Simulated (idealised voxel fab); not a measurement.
Title: Process Module voxel tone inversion
Section cut is 260 nm wide and gridded with 5 nm square cells.
Format of a cross-section: grid, square cells. Given as bands. Order: top down. Band: one or more rows of cells. Look at the band entry: it leads with the top's height and the bottom's height in nm. Then it lists the materials left to right, with a width in nm for each. The word "everywhere" on a single material says that material fills the band edge to edge. The word "air" is empty space. Beneath 0, the wafer as received is one material, and that level is where height counting begins. The lowest band goes on downward without a bottom; it is written like "0 nm and below". You'd read "30->40" like this: the band's top row of cells is as wide as the first number, its bottom row is as wide as the second, and going down, every row changes width by the same amount as the row before did. Take "changes: none" at face value: in the step it is given for, the cross-section changed in none of its cells. "Enclosed void catalog" contains a list of empty spaces, each no smaller than 8 cells and without an open way to the top, written in the form width x height at distance with the distance from the left edge and all three in nm. Where a step's line continues beyond its settings, the continuation is a remark by the simulator itself on that step. Among the settings permitted on a step's line is "overlay nm"; applied to a step with a mask, it specifies the extent to which the mask lay to the right of its planned position, whereas a negative figure signifies a position to the left.
## The steps planned for the process are as follows
1: RECEIVE, material Si
2: CONFORMAL_DEP, material SiCN, thk nm 5
3: DIRECTIONAL_DEP, material polySi, thk nm 20
4: PATTERN, tone cover, mask id POSTS, material resist, width nm 20, pitch nm 40, thk nm 25, overlay nm 0
5: DIRECTIONAL_ETCH, etch materials polySi, depth nm 20
6: STRIP, etch materials resist
7: FILL_DEP, material lowk, thk nm 10
8: CMP, height nm 25
9: STRIP, etch materials polySi
10: CONFORMAL_DEP, material TiN, thk nm 5
11: FILL_DEP, material W, thk nm 5
12: CMP, height nm 25
13: CONFORMAL_DEP, material SiN, thk nm 5
## As received (post step 1): cross-section
- 0 nm and below: Si everywhere
- Enclosed void catalog: none
## first wafer at the end, as planned
- 30 nm to 25 nm: SiN everywhere
- 25 nm to 10 nm: lowk (100) | TiN (5) | W (10) | TiN (5) | lowk (20) | TiN (5) | W (10) | TiN (5) | lowk (100)
- 10 nm to 5 nm: lowk (100) | TiN (20) | lowk (20) | TiN (20) | lowk (100)
- 5 nm to 0 nm: SiCN everywhere
- 0 nm and below: Si everywhere
- Enclosed void catalog: none
## Module end: cross-section of wafer two of two. Same start and process plan as the first wafer. One mistake during execution
- 30 nm to 25 nm: SiN everywhere
- 25 nm to 20 nm: SiCN everywhere
- 20 nm to 0 nm: polySi everywhere
- 0 nm and below: Si everywhere
- Enclosed void catalog: none
Which mistake was made when the wafer was run? contrary to the plan, steps 2 and 3 were processed in exchanged order
Final comparison by cell count, materials where the second wafer has more or fewer than the first: TiN: 20 fewer, W: 12 fewer, lowk: 176 fewer, polySi: 208 more
